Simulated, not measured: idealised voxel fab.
Title: Process Module voxel ribs on slabs
The width of the displayed cross-section, cut, is 265 nm; its cells are square, with a size of 5 nm.
If you're reading a cross-section in this doc, picture square cells in a grid; it comes to you as bands, top ones listed first down to the bottom, and a band can be one or more rows of cells. The entry gives the band's vertical extent as a top height and a bottom height in nm, then its horizontal make-up as materials from left to right, each with a width in nm. "blank" stands for empty space; a single material marked "everywhere" fills the band edge to edge. The reference from which all heights are counted is 0, the level beneath which the as-received wafer is entirely one material; the lowest band, having no lower bound, proceeds downward and is written after the example "0 down". A width given as "30..40" starts at the first number in the band's top row and ends at the second number in its bottom row, shifting by an equal amount at every step from row to row. You'll sometimes find "nothing got changed" written for a step, and that's the way of saying that nowhere in the cross-section did a cell change during that step. "Sealed void list" - sealed voids, min. 8 cells, no opening to top; format: width x height at distance (distance from left edge; nm throughout). after a step's settings: what the simulator itself notes on the step. For masked steps, "overlay nm" on the step line gives how far right of plan the mask actually lay; a minus sign means it lay to the left.
## plan
1 RECEIVE,material Si
2 DIRECTIONAL_DEP,material SiO2,thk nm 20
3 DIRECTIONAL_DEP,material polySi,thk nm 15
4 PATTERN,tone cover,mask id RIB,material resist,width nm 30,thk nm 15,overlay nm 0
5 DIRECTIONAL_ETCH,etch materials polySi,depth nm 5
6 STRIP,etch materials resist
7 PATTERN,tone cover,mask id SLAB,material resist,width nm 80,thk nm 20,overlay nm 0
8 DIRECTIONAL_ETCH,etch materials polySi,depth nm 10
9 STRIP,etch materials resist
10 FILL_DEP,material SiO2,thk nm 20
11 CMP,height nm 50
12 DIRECTIONAL_DEP,material TiN,thk nm 5
13 DIRECTIONAL_DEP,material aC,thk nm 10
14 PATTERN,tone cover,mask id HEATER,material resist,width nm 40,thk nm 25,overlay nm 0
15 DIRECTIONAL_ETCH,etch materials aC,depth nm 10
16 STRIP,etch materials resist
17 DIRECTIONAL_ETCH,etch materials TiN,depth nm 5
18 STRIP,etch materials aC
19 CONFORMAL_DEP,material SiN,thk nm 5
## Account of the first of two wafers, which was processed as intended
## Wafer at receipt (post step 1), cross-section
  0 down = Si everywhere
  Sealed void list: none
## The wafer, seen in cross-section, after step 2
  20 to 0 = SiO2 everywhere
  Note: structure below 0 unchanged.
## The wafer, seen in cross-section, after step 3
  35 to 20 = polySi everywhere
  Note: structure below 20 unchanged.
## The wafer, seen in cross-section, after step 4
  50 to 35 = blank 115 nm, resist 30 nm, blank 120 nm
  Note: structure below 35 unchanged.
## The wafer, seen in cross-section, after step 5
  50 to 35 = blank 115 nm, resist 30 nm, blank 120 nm
  35 to 30 = blank 115 nm, polySi 30 nm, blank 120 nm
  Note: structure below 30 unchanged.
## The wafer, seen in cross-section, after step 6
  35 to 30 = blank 115 nm, polySi 30 nm, blank 120 nm
  Note: structure below 30 unchanged.
## The wafer, seen in cross-section, after step 7
  55 to 35 = blank 90 nm, resist 80 nm, blank 95 nm
  35 to 30 = blank 90 nm, resist 25 nm, polySi 30 nm, resist 25 nm, blank 95 nm
  Note: structure below 30 unchanged.
## The wafer, seen in cross-section, after step 8
  55 to 35 = blank 90 nm, resist 80 nm, blank 95 nm
  35 to 30 = blank 90 nm, resist 25 nm, polySi 30 nm, resist 25 nm, blank 95 nm
  30 to 20 = blank 90 nm, polySi 80 nm, blank 95 nm
  Note: structure below 20 unchanged.
## The wafer, seen in cross-section, after step 9
  35 to 30 = blank 115 nm, polySi 30 nm, blank 120 nm
  Note: structure below 30 unchanged.
## The wafer, seen in cross-section, after step 10
  55 to 35 = SiO2 everywhere
  35 to 30 = SiO2 115 nm, polySi 30 nm, SiO2 120 nm
  30 to 20 = SiO2 90 nm, polySi 80 nm, SiO2 95 nm
  Note: structure below 20 unchanged.
## The wafer, seen in cross-section, after step 11
  50 to 35 = SiO2 everywhere
  Note: structure below 35 unchanged.
## The wafer, seen in cross-section, after step 12
  55 to 50 = TiN everywhere
  Note: structure below 50 unchanged.
## The wafer, seen in cross-section, after step 13
  65 to 55 = aC everywhere
  Note: structure below 55 unchanged.
## The wafer, seen in cross-section, after step 14
  90 to 65 = blank 110 nm, resist 40 nm, blank 115 nm
  Note: structure below 65 unchanged.
## The wafer, seen in cross-section, after step 15
  80 to 65 = blank 110 nm, resist 40 nm, blank 115 nm
  65 to 55 = blank 110 nm, aC 40 nm, blank 115 nm
  Note: structure below 55 unchanged.
## The wafer, seen in cross-section, after step 16
  65 to 55 = blank 110 nm, aC 40 nm, blank 115 nm
  Note: structure below 55 unchanged.
## The wafer, seen in cross-section, after step 17
  65 to 55 = blank 110 nm, aC 40 nm, blank 115 nm
  55 to 50 = blank 110 nm, TiN 40 nm, blank 115 nm
  Note: structure below 50 unchanged.
## The wafer, seen in cross-section, after step 18
  55 to 50 = blank 110 nm, TiN 40 nm, blank 115 nm
  Note: structure below 50 unchanged.
## The wafer, seen in cross-section, after step 19
  60 to 55 = blank 105 nm, SiN 50 nm, blank 110 nm
  55 to 50 = SiN 110 nm, TiN 40 nm, SiN 115 nm
  Note: structure below 50 unchanged.
## What follows concerns the second wafer, which started out like the first and was meant to follow the very same plan; one mistake crept in when it was run, but everything up to and including step 4 is the same as for the first wafer
## Here is the second wafer in cross-section at the point where step 5 of the plan should have been done
  50 to 35 = blank 115 nm, resist 30 nm, blank 120 nm
  35 to 20 = blank 115 nm, polySi 30 nm, blank 120 nm
  Note: structure below 20 unchanged.
## Here is the second wafer in cross-section at the point where step 6 of the plan should have been done
  35 to 20 = blank 115 nm, polySi 30 nm, blank 120 nm
  Note: structure below 20 unchanged.
## Here is the second wafer in cross-section at the point where step 7 of the plan should have been done
  55 to 35 = blank 90 nm, resist 80 nm, blank 95 nm
  35 to 20 = blank 90 nm, resist 25 nm, polySi 30 nm, resist 25 nm, blank 95 nm
  Note: structure below 20 unchanged.
Here is the second wafer in cross-section at the point where step 8 of the plan should have been done: nothing got changed
## Here is the second wafer in cross-section at the point where step 9 of the plan should have been done
  35 to 20 = blank 115 nm, polySi 30 nm, blank 120 nm
  Note: structure below 20 unchanged.
## Here is the second wafer in cross-section at the point where step 10 of the plan should have been done
  55 to 35 = SiO2 everywhere
  35 to 20 = SiO2 115 nm, polySi 30 nm, SiO2 120 nm
  Note: structure below 20 unchanged.
## Here is the second wafer in cross-section at the point where step 11 of the plan should have been done
  50 to 35 = SiO2 everywhere
  Note: structure below 35 unchanged.
## Here is the second wafer in cross-section at the point where step 12 of the plan should have been done
  55 to 50 = TiN everywhere
  Note: structure below 50 unchanged.
## Here is the second wafer in cross-section at the point where step 13 of the plan should have been done
  65 to 55 = aC everywhere
  Note: structure below 55 unchanged.
## Here is the second wafer in cross-section at the point where step 14 of the plan should have been done
  90 to 65 = blank 110 nm, resist 40 nm, blank 115 nm
  Note: structure below 65 unchanged.
## Here is the second wafer in cross-section at the point where step 15 of the plan should have been done
  80 to 65 = blank 110 nm, resist 40 nm, blank 115 nm
  65 to 55 = blank 110 nm, aC 40 nm, blank 115 nm
  Note: structure below 55 unchanged.
## Here is the second wafer in cross-section at the point where step 16 of the plan should have been done
  65 to 55 = blank 110 nm, aC 40 nm, blank 115 nm
  Note: structure below 55 unchanged.
## Here is the second wafer in cross-section at the point where step 17 of the plan should have been done
  65 to 55 = blank 110 nm, aC 40 nm, blank 115 nm
  55 to 50 = blank 110 nm, TiN 40 nm, blank 115 nm
  Note: structure below 50 unchanged.
## Here is the second wafer in cross-section at the point where step 18 of the plan should have been done
  55 to 50 = blank 110 nm, TiN 40 nm, blank 115 nm
  Note: structure below 50 unchanged.
## Here is the second wafer in cross-section at the point where step 19 of the plan should have been done
  60 to 55 = blank 105 nm, SiN 50 nm, blank 110 nm
  55 to 50 = SiN 110 nm, TiN 40 nm, SiN 115 nm
  Note: structure below 50 unchanged.
The plan and the run diverged here: step 5 went in with a setting other than planned; the actual run was DIRECTIONAL_ETCH,etch materials polySi,depth nm 15
Wrapping up, a cell-based count of both wafers puts the second over or under the first for these materials: SiO2 +20, polySi -20
